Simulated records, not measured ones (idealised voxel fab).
Process module under the name voxel trench capacitor
The cross-section on display is named cut; it measures 275 nm wide, and its cells are 5 nm squares.
A cross-section in this document is a grid of square cells, and it is written down as bands, the top band listed before the ones below it; a band is made up of one or more rows of cells.
It is stipulated that each band's entry specify, in nanometres, the height of the top of the band and then that of its bottom, followed by the materials of the band in left-to-right sequence, each together with its width in nanometres. A single material marked by the word "everywhere" is understood to fill the band from edge to edge; the word "empty" is understood to denote empty space.
Heights are reckoned from 0. Under this level, the received wafer is all of one material. The bottommost band is open-ended downward, for example "z 0 and below".
Top row gets the first number, bottom row gets the second, and each row in between changes by the same step: that is how a band width like "30..40" works.
Where the words "nothing changed" appear for a step, the cross-section shows no cell changed by that step; every cell remained as before.
The list in "Enclosed void catalog" covers empty spaces of 8 cells or more that cannot reach the top through any open way, and it gives each as width x height at distance; the distance is from the left edge, and width, height and distance are in nm.
If you see something after the settings on a step's line, that's the simulator's own remark about that step.
On any step carrying a mask, the "overlay nm" setting, if present on the step's line, tells how far right of its planned place the mask lay; negative values point to the left.
For the reader: what remains of this document is a series of pairs, each showing a cross-section before one process step and a cross-section after that step which reaches down only to the lowest band that changed, with the step between them and its settings set out under the pair. It should not be assumed that a pair continues from the pair above it; the pairs can come from different runs of this module on the same starting wafer, and such continuity exists only where the entry headed "Ex-ante state" says so.
**Ex-ante state**
  z 0 and below  Si everywhere
  Enclosed void catalog: none
**Step Outcome**
  z 5 to 0  SiN everywhere
  For the remainder of the cross-section, below 0, there is no change.
  Enclosed void catalog: none
Between before and after as drawn above: CONFORMAL_DEP [material SiN] [thk nm 5]
Ex-ante state: unchanged from the after cross-section in the pair immediately above; refer to that figure.
**Step Outcome**
  z 20 to 5  95 resist, 30 empty, 20 resist, 30 empty, 100 resist
  For the remainder of the cross-section, below 5, there is no change.
  Enclosed void catalog: none
Between before and after as drawn above: PATTERN [tone open] [mask id TRENCH] [material resist] [width nm 30] [pitch nm 50] [thk nm 15] [overlay nm 0]
Ex-ante state: unchanged from the after cross-section in the pair immediately above; refer to that figure.
**Step Outcome**
  z 20 to 5  95 resist, 30 empty, 20 resist, 30 empty, 100 resist
  z 5 to 0  95 SiN, 30 empty, 20 SiN, 30 empty, 100 SiN
  For the remainder of the cross-section, below 0, there is no change.
  Enclosed void catalog: none
Between before and after as drawn above: DIRECTIONAL_ETCH [etch materials SiN] [depth nm 5]
Ex-ante state: unchanged from the after cross-section in the pair immediately above; refer to that figure.
**Step Outcome**
  z 20 to 5  95 resist, 30 empty, 20 resist, 30 empty, 100 resist
  z 5 to 0  95 SiN, 30 empty, 20 SiN, 30 empty, 100 SiN
  z 0 to -25  95 Si, 30 empty, 20 Si, 30 empty, 100 Si
  For the remainder of the cross-section, below -25, there is no change.
  Enclosed void catalog: none
Between before and after as drawn above: DIRECTIONAL_ETCH [etch materials Si] [depth nm 25]
Ex-ante state: unchanged from the after cross-section in the pair immediately above; refer to that figure.
**Step Outcome**
  z 5 to 0  95 SiN, 30 empty, 20 SiN, 30 empty, 100 SiN
  For the remainder of the cross-section, below 0, there is no change.
  Enclosed void catalog: none
Between before and after as drawn above: STRIP [etch materials resist]
Ex-ante state: unchanged from the after cross-section in the pair immediately above; refer to that figure.
**Step Outcome**
  z 10 to 5  100 HfO2, 20 empty, 30 HfO2, 20 empty, 105 HfO2
  z 5 to 0  95 SiN, 5 HfO2, 20 empty, 5 HfO2, 20 SiN, 5 HfO2, 20 empty, 5 HfO2, 100 SiN
  z 0 to -20  95 Si, 5 HfO2, 20 empty, 5 HfO2, 20 Si, 5 HfO2, 20 empty, 5 HfO2, 100 Si
  z -20 to -25  95 Si, 30 HfO2, 20 Si, 30 HfO2, 100 Si
  For the remainder of the cross-section, below -25, there is no change.
  Enclosed void catalog: none
Between before and after as drawn above: CONFORMAL_DEP [material HfO2] [thk nm 5]
Ex-ante state: unchanged from the after cross-section in the pair immediately above; refer to that figure.
**Step Outcome**
  z 15 to 10  105 TiN, 10 empty, 40 TiN, 10 empty, 110 TiN
  z 10 to 5  100 HfO2, 5 TiN, 10 empty, 5 TiN, 30 HfO2, 5 TiN, 10 empty, 5 TiN, 105 HfO2
  z 5 to 0  95 SiN, 5 HfO2, 5 TiN, 10 empty, 5 TiN, 5 HfO2, 20 SiN, 5 HfO2, 5 TiN, 10 empty, 5 TiN, 5 HfO2, 100 SiN
  z 0 to -15  95 Si, 5 HfO2, 5 TiN, 10 empty, 5 TiN, 5 HfO2, 20 Si, 5 HfO2, 5 TiN, 10 empty, 5 TiN, 5 HfO2, 100 Si
  z -15 to -20  95 Si, 5 HfO2, 20 TiN, 5 HfO2, 20 Si, 5 HfO2, 20 TiN, 5 HfO2, 100 Si
  For the remainder of the cross-section, below -20, there is no change.
  Enclosed void catalog: none
Between before and after as drawn above: CONFORMAL_DEP [material TiN] [thk nm 5]
Ex-ante state: unchanged from the after cross-section in the pair immediately above; refer to that figure.
**Step Outcome**
  z 25 to 15  W everywhere
  z 15 to 10  105 TiN, 10 W, 40 TiN, 10 W, 110 TiN
  z 10 to 5  100 HfO2, 5 TiN, 10 W, 5 TiN, 30 HfO2, 5 TiN, 10 W, 5 TiN, 105 HfO2
  z 5 to 0  95 SiN, 5 HfO2, 5 TiN, 10 W, 5 TiN, 5 HfO2, 20 SiN, 5 HfO2, 5 TiN, 10 W, 5 TiN, 5 HfO2, 100 SiN
  z 0 to -15  95 Si, 5 HfO2, 5 TiN, 10 W, 5 TiN, 5 HfO2, 20 Si, 5 HfO2, 5 TiN, 10 W, 5 TiN, 5 HfO2, 100 Si
  For the remainder of the cross-section, below -15, there is no change.
  Enclosed void catalog: none
Between before and after as drawn above: FILL_DEP [material W] [thk nm 10]
Ex-ante state: unchanged from the after cross-section in the pair immediately above; refer to that figure.
**Step Outcome**
  z 5 to 0  95 SiN, 5 HfO2, 5 TiN, 10 W, 5 TiN, 5 HfO2, 20 SiN, 5 HfO2, 5 TiN, 10 W, 5 TiN, 5 HfO2, 100 SiN
  For the remainder of the cross-section, below 0, there is no change.
  Enclosed void catalog: none
Between before and after as drawn above: CMP [height nm 5]
**Ex-ante state**
  z 5 to 0  95 SiN, 30 empty, 20 SiN, 30 empty, 100 SiN
  z 0 to -25  95 Si, 30 empty, 20 Si, 30 empty, 100 Si
  z -25 and below  Si everywhere
  Enclosed void catalog: none
**Step Outcome**
  z 10 to 5  100 TiN, 20 empty, 30 TiN, 20 empty, 105 TiN
  z 5 to 0  95 SiN, 5 TiN, 20 empty, 5 TiN, 20 SiN, 5 TiN, 20 empty, 5 TiN, 100 SiN
  z 0 to -20  95 Si, 5 TiN, 20 empty, 5 TiN, 20 Si, 5 TiN, 20 empty, 5 TiN, 100 Si
  z -20 to -25  95 Si, 30 TiN, 20 Si, 30 TiN, 100 Si
  For the remainder of the cross-section, below -25, there is no change.
  Enclosed void catalog: none
Between before and after as drawn above: CONFORMAL_DEP [material TiN] [thk nm 5]
Ex-ante state: unchanged from the after cross-section in the pair immediately above; refer to that figure.
**Step Outcome**
  z 20 to 10  W everywhere
  z 10 to 5  100 TiN, 20 W, 30 TiN, 20 W, 105 TiN
  z 5 to 0  95 SiN, 5 TiN, 20 W, 5 TiN, 20 SiN, 5 TiN, 20 W, 5 TiN, 100 SiN
  z 0 to -20  95 Si, 5 TiN, 20 W, 5 TiN, 20 Si, 5 TiN, 20 W, 5 TiN, 100 Si
  For the remainder of the cross-section, below -20, there is no change.
  Enclosed void catalog: none
Between before and after as drawn above: FILL_DEP [material W] [thk nm 10]
Ex-ante state: unchanged from the after cross-section in the pair immediately above; refer to that figure.
**Step Outcome**
  z 5 to 0  95 SiN, 5 TiN, 20 W, 5 TiN, 20 SiN, 5 TiN, 20 W, 5 TiN, 100 SiN
  For the remainder of the cross-section, below 0, there is no change.
  Enclosed void catalog: none
Between before and after as drawn above: CMP [height nm 5]
**Ex-ante state**
  z 20 to 5  95 resist, 30 empty, 20 resist, 30 empty, 100 resist
  z 5 to 0  95 SiN, 30 empty, 20 SiN, 30 empty, 100 SiN
  z 0 to -25  95 Si, 30 empty, 20 Si, 30 empty, 100 Si
  z -25 and below  Si everywhere
  Enclosed void catalog: none
**Step Outcome**
  z 20 to 5  95 resist, 30 empty, 20 resist, 30 empty, 100 resist
  z 5 to 0  95 SiN, 30 empty, 20 SiN, 30 empty, 100 SiN
  z 0 to -50  95 Si, 30 empty, 20 Si, 30 empty, 100 Si
  For the remainder of the cross-section, below -50, there is no change.
  Enclosed void catalog: none
Between before and after as drawn above: DIRECTIONAL_ETCH [etch materials Si] [depth nm 25]
Ex-ante state: unchanged from the after cross-section in the pair immediately above; refer to that figure.
**Step Outcome**
  z 5 to 0  95 SiN, 30 empty, 20 SiN, 30 empty, 100 SiN
  For the remainder of the cross-section, below 0, there is no change.
  Enclosed void catalog: none
Between before and after as drawn above: STRIP [etch materials resist]
Ex-ante state: unchanged from the after cross-section in the pair immediately above; refer to that figure.
**Step Outcome**
  z 10 to 5  100 HfO2, 20 empty, 30 HfO2, 20 empty, 105 HfO2
  z 5 to 0  95 SiN, 5 HfO2, 20 empty, 5 HfO2, 20 SiN, 5 HfO2, 20 empty, 5 HfO2, 100 SiN
  z 0 to -45  95 Si, 5 HfO2, 20 empty, 5 HfO2, 20 Si, 5 HfO2, 20 empty, 5 HfO2, 100 Si
  z -45 to -50  95 Si, 30 HfO2, 20 Si, 30 HfO2, 100 Si
  For the remainder of the cross-section, below -50, there is no change.
  Enclosed void catalog: none
Between before and after as drawn above: CONFORMAL_DEP [material HfO2] [thk nm 5]
Ex-ante state: unchanged from the after cross-section in the pair immediately above; refer to that figure.
**Step Outcome**
  z 15 to 10  105 TiN, 10 empty, 40 TiN, 10 empty, 110 TiN
  z 10 to 5  100 HfO2, 5 TiN, 10 empty, 5 TiN, 30 HfO2, 5 TiN, 10 empty, 5 TiN, 105 HfO2
  z 5 to 0  95 SiN, 5 HfO2, 5 TiN, 10 empty, 5 TiN, 5 HfO2, 20 SiN, 5 HfO2, 5 TiN, 10 empty, 5 TiN, 5 HfO2, 100 SiN
  z 0 to -40  95 Si, 5 HfO2, 5 TiN, 10 empty, 5 TiN, 5 HfO2, 20 Si, 5 HfO2, 5 TiN, 10 empty, 5 TiN, 5 HfO2, 100 Si
  z -40 to -45  95 Si, 5 HfO2, 20 TiN, 5 HfO2, 20 Si, 5 HfO2, 20 TiN, 5 HfO2, 100 Si
  For the remainder of the cross-section, below -45, there is no change.
  Enclosed void catalog: none
Between before and after as drawn above: CONFORMAL_DEP [material TiN] [thk nm 5]
Ex-ante state: unchanged from the after cross-section in the pair immediately above; refer to that figure.
**Step Outcome**
  z 25 to 15  W everywhere
  z 15 to 10  105 TiN, 10 W, 40 TiN, 10 W, 110 TiN
  z 10 to 5  100 HfO2, 5 TiN, 10 W, 5 TiN, 30 HfO2, 5 TiN, 10 W, 5 TiN, 105 HfO2
  z 5 to 0  95 SiN, 5 HfO2, 5 TiN, 10 W, 5 TiN, 5 HfO2, 20 SiN, 5 HfO2, 5 TiN, 10 W, 5 TiN, 5 HfO2, 100 SiN
  z 0 to -40  95 Si, 5 HfO2, 5 TiN, 10 W, 5 TiN, 5 HfO2, 20 Si, 5 HfO2, 5 TiN, 10 W, 5 TiN, 5 HfO2, 100 Si
  For the remainder of the cross-section, below -40, there is no change.
  Enclosed void catalog: none
Between before and after as drawn above: FILL_DEP [material W] [thk nm 10]
Ex-ante state: unchanged from the after cross-section in the pair immediately above; refer to that figure.
**Step Outcome**
  z 5 to 0  95 SiN, 5 HfO2, 5 TiN, 10 W, 5 TiN, 5 HfO2, 20 SiN, 5 HfO2, 5 TiN, 10 W, 5 TiN, 5 HfO2, 100 SiN
  For the remainder of the cross-section, below 0, there is no change.
  Enclosed void catalog: none
Between before and after as drawn above: CMP [height nm 5]
**Ex-ante state**
  z 10 to 5  100 TiN, 20 empty, 30 TiN, 20 empty, 105 TiN
  z 5 to 0  95 SiN, 5 TiN, 20 empty, 5 TiN, 20 SiN, 5 TiN, 20 empty, 5 TiN, 100 SiN
  z 0 to -20  95 Si, 5 TiN, 20 empty, 5 TiN, 20 Si, 5 TiN, 20 empty, 5 TiN, 100 Si
  z -20 to -25  95 Si, 30 TiN, 20 Si, 30 TiN, 100 Si
  z -25 and below  Si everywhere
  Enclosed void catalog: none
**Step Outcome**
  z 15 to 10  105 HfO2, 10 empty, 40 HfO2, 10 empty, 110 HfO2
  z 10 to 5  100 TiN, 5 HfO2, 10 empty, 5 HfO2, 30 TiN, 5 HfO2, 10 empty, 5 HfO2, 105 TiN
  z 5 to 0  95 SiN, 5 TiN, 5 HfO2, 10 empty, 5 HfO2, 5 TiN, 20 SiN, 5 TiN, 5 HfO2, 10 empty, 5 HfO2, 5 TiN, 100 SiN
  z 0 to -15  95 Si, 5 TiN, 5 HfO2, 10 empty, 5 HfO2, 5 TiN, 20 Si, 5 TiN, 5 HfO2, 10 empty, 5 HfO2, 5 TiN, 100 Si
  z -15 to -20  95 Si, 5 TiN, 20 HfO2, 5 TiN, 20 Si, 5 TiN, 20 HfO2, 5 TiN, 100 Si
  For the remainder of the cross-section, below -20, there is no change.
  Enclosed void catalog: none
Between before and after as drawn above: CONFORMAL_DEP [material HfO2] [thk nm 5]
Ex-ante state: unchanged from the after cross-section in the pair immediately above; refer to that figure.
**Step Outcome**
  z 25 to 15  W everywhere
  z 15 to 10  105 HfO2, 10 W, 40 HfO2, 10 W, 110 HfO2
  z 10 to 5  100 TiN, 5 HfO2, 10 W, 5 HfO2, 30 TiN, 5 HfO2, 10 W, 5 HfO2, 105 TiN
  z 5 to 0  95 SiN, 5 TiN, 5 HfO2, 10 W, 5 HfO2, 5 TiN, 20 SiN, 5 TiN, 5 HfO2, 10 W, 5 HfO2, 5 TiN, 100 SiN
  z 0 to -15  95 Si, 5 TiN, 5 HfO2, 10 W, 5 HfO2, 5 TiN, 20 Si, 5 TiN, 5 HfO2, 10 W, 5 HfO2, 5 TiN, 100 Si
  For the remainder of the cross-section, below -15, there is no change.
  Enclosed void catalog: none
Between before and after as drawn above: FILL_DEP [material W] [thk nm 10]
Ex-ante state: unchanged from the after cross-section in the pair immediately above; refer to that figure.
**Step Outcome**
  z 5 to 0  95 SiN, 5 TiN, 5 HfO2, 10 W, 5 HfO2, 5 TiN, 20 SiN, 5 TiN, 5 HfO2, 10 W, 5 HfO2, 5 TiN, 100 SiN
  For the remainder of the cross-section, below 0, there is no change.
  Enclosed void catalog: none
Between before and after as drawn above: CMP [height nm 5]
**Ex-ante state**
  z 20 to 5  95 resist, 30 empty, 20 resist, 30 empty, 100 resist
  z 5 to 0  95 SiN, 30 empty, 20 SiN, 30 empty, 100 SiN
  z 0 and below  Si everywhere
  Enclosed void catalog: none
**Step Outcome**
  z 20 to 5  95 resist, 30 empty, 20 resist, 30 empty, 100 resist
  z 5 to 0  95 SiN, 30 empty, 20 SiN, 30 empty, 100 SiN
  z 0 to -30  95 Si, 30 empty, 20 Si, 30 empty, 100 Si
  For the remainder of the cross-section, below -30, there is no change.
  Enclosed void catalog: none
Between before and after as drawn above: DIRECTIONAL_ETCH [etch materials Si] [depth nm 30]
Ex-ante state: unchanged from the after cross-section in the pair immediately above; refer to that figure.
**Step Outcome**
  z 5 to 0  95 SiN, 30 empty, 20 SiN, 30 empty, 100 SiN
  For the remainder of the cross-section, below 0, there is no change.
  Enclosed void catalog: none
Between before and after as drawn above: STRIP [etch materials resist]
Ex-ante state: unchanged from the after cross-section in the pair immediately above; refer to that figure.
**Step Outcome**
  z 10 to 5  100 HfO2, 20 empty, 30 HfO2, 20 empty, 105 HfO2
  z 5 to 0  95 SiN, 5 HfO2, 20 empty, 5 HfO2, 20 SiN, 5 HfO2, 20 empty, 5 HfO2, 100 SiN
  z 0 to -25  95 Si, 5 HfO2, 20 empty, 5 HfO2, 20 Si, 5 HfO2, 20 empty, 5 HfO2, 100 Si
  z -25 to -30  95 Si, 30 HfO2, 20 Si, 30 HfO2, 100 Si
  For the remainder of the cross-section, below -30, there is no change.
  Enclosed void catalog: none
Between before and after as drawn above: CONFORMAL_DEP [material HfO2] [thk nm 5]
Ex-ante state: unchanged from the after cross-section in the pair immediately above; refer to that figure.
**Step Outcome**
  z 15 to 10  105 TiN, 10 empty, 40 TiN, 10 empty, 110 TiN
  z 10 to 5  100 HfO2, 5 TiN, 10 empty, 5 TiN, 30 HfO2, 5 TiN, 10 empty, 5 TiN, 105 HfO2
  z 5 to 0  95 SiN, 5 HfO2, 5 TiN, 10 empty, 5 TiN, 5 HfO2, 20 SiN, 5 HfO2, 5 TiN, 10 empty, 5 TiN, 5 HfO2, 100 SiN
  z 0 to -20  95 Si, 5 HfO2, 5 TiN, 10 empty, 5 TiN, 5 HfO2, 20 Si, 5 HfO2, 5 TiN, 10 empty, 5 TiN, 5 HfO2, 100 Si
  z -20 to -25  95 Si, 5 HfO2, 20 TiN, 5 HfO2, 20 Si, 5 HfO2, 20 TiN, 5 HfO2, 100 Si
  For the remainder of the cross-section, below -25, there is no change.
  Enclosed void catalog: none
Between before and after as drawn above: CONFORMAL_DEP [material TiN] [thk nm 5]
Ex-ante state: unchanged from the after cross-section in the pair immediately above; refer to that figure.
**Step Outcome**
  z 25 to 15  W everywhere
  z 15 to 10  105 TiN, 10 W, 40 TiN, 10 W, 110 TiN
  z 10 to 5  100 HfO2, 5 TiN, 10 W, 5 TiN, 30 HfO2, 5 TiN, 10 W, 5 TiN, 105 HfO2
  z 5 to 0  95 SiN, 5 HfO2, 5 TiN, 10 W, 5 TiN, 5 HfO2, 20 SiN, 5 HfO2, 5 TiN, 10 W, 5 TiN, 5 HfO2, 100 SiN
  z 0 to -20  95 Si, 5 HfO2, 5 TiN, 10 W, 5 TiN, 5 HfO2, 20 Si, 5 HfO2, 5 TiN, 10 W, 5 TiN, 5 HfO2, 100 Si
  For the remainder of the cross-section, below -20, there is no change.
  Enclosed void catalog: none
Between before and after as drawn above: FILL_DEP [material W] [thk nm 10]
Ex-ante state: unchanged from the after cross-section in the pair immediately above; refer to that figure.
**Step Outcome**
  z 5 to 0  95 SiN, 5 HfO2, 5 TiN, 10 W, 5 TiN, 5 HfO2, 20 SiN, 5 HfO2, 5 TiN, 10 W, 5 TiN, 5 HfO2, 100 SiN
  For the remainder of the cross-section, below 0, there is no change.
  Enclosed void catalog: none
Between before and after as drawn above: CMP [height nm 5]
**Ex-ante state**
  z 5 to 0  SiN everywhere
  z 0 and below  Si everywhere
  Enclosed void catalog: none
**Step Outcome**
  z 20 to 5  100 resist, 20 empty, 30 resist, 20 empty, 105 resist
  For the remainder of the cross-section, below 5, there is no change.
  Enclosed void catalog: none
Between before and after as drawn above: PATTERN [tone open] [mask id TRENCH] [material resist] [width nm 20] [pitch nm 50] [thk nm 15] [overlay nm 0]
Ex-ante state: unchanged from the after cross-section in the pair immediately above; refer to that figure.
**Step Outcome**
  z 20 to 5  100 resist, 20 empty, 30 resist, 20 empty, 105 resist
  z 5 to 0  100 SiN, 20 empty, 30 SiN, 20 empty, 105 SiN
  For the remainder of the cross-section, below 0, there is no change.
  Enclosed void catalog: none
Between before and after as drawn above: DIRECTIONAL_ETCH [etch materials SiN] [depth nm 5]
Ex-ante state: unchanged from the after cross-section in the pair immediately above; refer to that figure.
**Step Outcome**
  z 20 to 5  100 resist, 20 empty, 30 resist, 20 empty, 105 resist
  z 5 to 0  100 SiN, 20 empty, 30 SiN, 20 empty, 105 SiN
  z 0 to -25  100 Si, 20 empty, 30 Si, 20 empty, 105 Si
  For the remainder of the cross-section, below -25, there is no change.
  Enclosed void catalog: none
Between before and after as drawn above: DIRECTIONAL_ETCH [etch materials Si] [depth nm 25]
Ex-ante state: unchanged from the after cross-section in the pair immediately above; refer to that figure.
**Step Outcome**
  z 5 to 0  100 SiN, 20 empty, 30 SiN, 20 empty, 105 SiN
  For the remainder of the cross-section, below 0, there is no change.
  Enclosed void catalog: none
Between before and after as drawn above: STRIP [etch materials resist]
Ex-ante state: unchanged from the after cross-section in the pair immediately above; refer to that figure.
**Step Outcome**
  z 10 to 5  105 HfO2, 10 empty, 40 HfO2, 10 empty, 110 HfO2
  z 5 to 0  100 SiN, 5 HfO2, 10 empty, 5 HfO2, 30 SiN, 5 HfO2, 10 empty, 5 HfO2, 105 SiN
  z 0 to -20  100 Si, 5 HfO2, 10 empty, 5 HfO2, 30 Si, 5 HfO2, 10 empty, 5 HfO2, 105 Si
  z -20 to -25  100 Si, 20 HfO2, 30 Si, 20 HfO2, 105 Si
  For the remainder of the cross-section, below -25, there is no change.
  Enclosed void catalog: none
Between before and after as drawn above: CONFORMAL_DEP [material HfO2] [thk nm 5]
Ex-ante state: unchanged from the after cross-section in the pair immediately above; refer to that figure.
**Step Outcome**
  z 15 to 10  TiN everywhere
  z 10 to 5  105 HfO2, 10 TiN, 40 HfO2, 10 TiN, 110 HfO2
  z 5 to 0  100 SiN, 5 HfO2, 10 TiN, 5 HfO2, 30 SiN, 5 HfO2, 10 TiN, 5 HfO2, 105 SiN
  z 0 to -20  100 Si, 5 HfO2, 10 TiN, 5 HfO2, 30 Si, 5 HfO2, 10 TiN, 5 HfO2, 105 Si
  For the remainder of the cross-section, below -20, there is no change.
  Enclosed void catalog: none
Between before and after as drawn above: CONFORMAL_DEP [material TiN] [thk nm 5]
Ex-ante state: unchanged from the after cross-section in the pair immediately above; refer to that figure.
**Step Outcome**
  z 25 to 15  W everywhere
  For the remainder of the cross-section, below 15, there is no change.
  Enclosed void catalog: none
Between before and after as drawn above: FILL_DEP [material W] [thk nm 10]
Ex-ante state: unchanged from the after cross-section in the pair immediately above; refer to that figure.
**Step Outcome**
  z 5 to 0  100 SiN, 5 HfO2, 10 TiN, 5 HfO2, 30 SiN, 5 HfO2, 10 TiN, 5 HfO2, 105 SiN
  For the remainder of the cross-section, below 0, there is no change.
  Enclosed void catalog: none
Between before and after as drawn above: CMP [height nm 5]
**Ex-ante state**
  z 5 to 0  SiN everywhere
  z 0 and below  Si everywhere
  Enclosed void catalog: none
**Step Outcome**
  z 20 to 5  105 resist, 30 empty, 20 resist, 30 empty, 90 resist
  For the remainder of the cross-section, below 5, there is no change.
  Enclosed void catalog: none
Between before and after as drawn above: PATTERN [tone open] [mask id TRENCH] [material resist] [width nm 30] [pitch nm 50] [thk nm 15] [overlay nm 10]
Ex-ante state: unchanged from the after cross-section in the pair immediately above; refer to that figure.
**Step Outcome**
  z 20 to 5  105 resist, 30 empty, 20 resist, 30 empty, 90 resist
  z 5 to 0  105 SiN, 30 empty, 20 SiN, 30 empty, 90 SiN
  For the remainder of the cross-section, below 0, there is no change.
  Enclosed void catalog: none
Between before and after as drawn above: DIRECTIONAL_ETCH [etch materials SiN] [depth nm 5]
Ex-ante state: unchanged from the after cross-section in the pair immediately above; refer to that figure.
**Step Outcome**
  z 20 to 5  105 resist, 30 empty, 20 resist, 30 empty, 90 resist
  z 5 to 0  105 SiN, 30 empty, 20 SiN, 30 empty, 90 SiN
  z 0 to -25  105 Si, 30 empty, 20 Si, 30 empty, 90 Si
  For the remainder of the cross-section, below -25, there is no change.
  Enclosed void catalog: none
Between before and after as drawn above: DIRECTIONAL_ETCH [etch materials Si] [depth nm 25]
Ex-ante state: unchanged from the after cross-section in the pair immediately above; refer to that figure.
**Step Outcome**
  z 5 to 0  105 SiN, 30 empty, 20 SiN, 30 empty, 90 SiN
  For the remainder of the cross-section, below 0, there is no change.
  Enclosed void catalog: none
Between before and after as drawn above: STRIP [etch materials resist]
Ex-ante state: unchanged from the after cross-section in the pair immediately above; refer to that figure.
**Step Outcome**
  z 10 to 5  110 HfO2, 20 empty, 30 HfO2, 20 empty, 95 HfO2
  z 5 to 0  105 SiN, 5 HfO2, 20 empty, 5 HfO2, 20 SiN, 5 HfO2, 20 empty, 5 HfO2, 90 SiN
  z 0 to -20  105 Si, 5 HfO2, 20 empty, 5 HfO2, 20 Si, 5 HfO2, 20 empty, 5 HfO2, 90 Si
  z -20 to -25  105 Si, 30 HfO2, 20 Si, 30 HfO2, 90 Si
  For the remainder of the cross-section, below -25, there is no change.
  Enclosed void catalog: none
Between before and after as drawn above: CONFORMAL_DEP [material HfO2] [thk nm 5]
Ex-ante state: unchanged from the after cross-section in the pair immediately above; refer to that figure.
**Step Outcome**
  z 15 to 10  115 TiN, 10 empty, 40 TiN, 10 empty, 100 TiN
  z 10 to 5  110 HfO2, 5 TiN, 10 empty, 5 TiN, 30 HfO2, 5 TiN, 10 empty, 5 TiN, 95 HfO2
  z 5 to 0  105 SiN, 5 HfO2, 5 TiN, 10 empty, 5 TiN, 5 HfO2, 20 SiN, 5 HfO2, 5 TiN, 10 empty, 5 TiN, 5 HfO2, 90 SiN
  z 0 to -15  105 Si, 5 HfO2, 5 TiN, 10 empty, 5 TiN, 5 HfO2, 20 Si, 5 HfO2, 5 TiN, 10 empty, 5 TiN, 5 HfO2, 90 Si
  z -15 to -20  105 Si, 5 HfO2, 20 TiN, 5 HfO2, 20 Si, 5 HfO2, 20 TiN, 5 HfO2, 90 Si
  For the remainder of the cross-section, below -20, there is no change.
  Enclosed void catalog: none
Between before and after as drawn above: CONFORMAL_DEP [material TiN] [thk nm 5]
Ex-ante state: unchanged from the after cross-section in the pair immediately above; refer to that figure.
**Step Outcome**
  z 25 to 15  W everywhere
  z 15 to 10  115 TiN, 10 W, 40 TiN, 10 W, 100 TiN
  z 10 to 5  110 HfO2, 5 TiN, 10 W, 5 TiN, 30 HfO2, 5 TiN, 10 W, 5 TiN, 95 HfO2
  z 5 to 0  105 SiN, 5 HfO2, 5 TiN, 10 W, 5 TiN, 5 HfO2, 20 SiN, 5 HfO2, 5 TiN, 10 W, 5 TiN, 5 HfO2, 90 SiN
  z 0 to -15  105 Si, 5 HfO2, 5 TiN, 10 W, 5 TiN, 5 HfO2, 20 Si, 5 HfO2, 5 TiN, 10 W, 5 TiN, 5 HfO2, 90 Si
  For the remainder of the cross-section, below -15, there is no change.
  Enclosed void catalog: none
Between before and after as drawn above: FILL_DEP [material W] [thk nm 10]
Ex-ante state: unchanged from the after cross-section in the pair immediately above; refer to that figure.
**Step Outcome**
  z 5 to 0  105 SiN, 5 HfO2, 5 TiN, 10 W, 5 TiN, 5 HfO2, 20 SiN, 5 HfO2, 5 TiN, 10 W, 5 TiN, 5 HfO2, 90 SiN
  For the remainder of the cross-section, below 0, there is no change.
  Enclosed void catalog: none
Between before and after as drawn above: CMP [height nm 5]
**Ex-ante state**
  z 0 and below  Si everywhere
  Enclosed void catalog: none
**Step Outcome**
  z 5 to 0  HfO2 everywhere
  For the remainder of the cross-section, below 0, there is no change.
  Enclosed void catalog: none
Between before and after as drawn above: CONFORMAL_DEP [material HfO2] [thk nm 5]
Ex-ante state: unchanged from the after cross-section in the pair immediately above; refer to that figure.
**Step Outcome**
  z 20 to 5  95 resist, 30 empty, 20 resist, 30 empty, 100 resist
  For the remainder of the cross-section, below 5, there is no change.
  Enclosed void catalog: none
Between before and after as drawn above: PATTERN [tone open] [mask id TRENCH] [material resist] [width nm 30] [pitch nm 50] [thk nm 15] [overlay nm 0]
Ex-ante state: unchanged from the after cross-section in the pair immediately above; refer to that figure.
**Step Outcome**
  z 5 to 0  HfO2 everywhere
  For the remainder of the cross-section, below 0, there is no change.
  Enclosed void catalog: none
Between before and after as drawn above: STRIP [etch materials resist]
Ex-ante state: unchanged from the after cross-section in the pair immediately above; refer to that figure.
**Step Outcome**
  z 10 to 0  HfO2 everywhere
  For the remainder of the cross-section, below 0, there is no change.
  Enclosed void catalog: none
Between before and after as drawn above: CONFORMAL_DEP [material HfO2] [thk nm 5]
Ex-ante state: unchanged from the after cross-section in the pair immediately above; refer to that figure.
**Step Outcome**
  z 15 to 10  TiN everywhere
  For the remainder of the cross-section, below 10, there is no change.
  Enclosed void catalog: none
Between before and after as drawn above: CONFORMAL_DEP [material TiN] [thk nm 5]
Ex-ante state: unchanged from the after cross-section in the pair immediately above; refer to that figure.
**Step Outcome**
  z 25 to 15  W everywhere
  For the remainder of the cross-section, below 15, there is no change.
  Enclosed void catalog: none
Between before and after as drawn above: FILL_DEP [material W] [thk nm 10]
Ex-ante state: unchanged from the after cross-section in the pair immediately above; refer to that figure.
**Step Outcome**
  z 5 to 0  HfO2 everywhere
  For the remainder of the cross-section, below 0, there is no change.
  Enclosed void catalog: none
Between before and after as drawn above: CMP [height nm 5]
**Ex-ante state**
  z 5 to 0  SiN everywhere
  z 0 and below  Si everywhere
  Enclosed void catalog: none
**Step Outcome**
  z 20 to 5  95 empty, 30 resist, 20 empty, 30 resist, 100 empty
  For the remainder of the cross-section, below 5, there is no change.
  Enclosed void catalog: none
Between before and after as drawn above: PATTERN [tone cover] [mask id TRENCH] [material resist] [width nm 30] [pitch nm 50] [thk nm 15] [overlay nm 0]
Ex-ante state: unchanged from the after cross-section in the pair immediately above; refer to that figure.
**Step Outcome**
  z 20 to 5  95 empty, 30 resist, 20 empty, 30 resist, 100 empty
  z 5 to 0  95 empty, 30 SiN, 20 empty, 30 SiN, 100 empty
  For the remainder of the cross-section, below 0, there is no change.
  Enclosed void catalog: none
Between before and after as drawn above: DIRECTIONAL_ETCH [etch materials SiN] [depth nm 5]
Ex-ante state: unchanged from the after cross-section in the pair immediately above; refer to that figure.
**Step Outcome**
  z 20 to 5  95 empty, 30 resist, 20 empty, 30 resist, 100 empty
  z 5 to 0  95 empty, 30 SiN, 20 empty, 30 SiN, 100 empty
  z 0 to -25  95 empty, 30 Si, 20 empty, 30 Si, 100 empty
  For the remainder of the cross-section, below -25, there is no change.
  Enclosed void catalog: none
Between before and after as drawn above: DIRECTIONAL_ETCH [etch materials Si] [depth nm 25]
Ex-ante state: unchanged from the after cross-section in the pair immediately above; refer to that figure.
**Step Outcome**
  z 5 to 0  95 empty, 30 SiN, 20 empty, 30 SiN, 100 empty
  For the remainder of the cross-section, below 0, there is no change.
  Enclosed void catalog: none
Between before and after as drawn above: STRIP [etch materials resist]
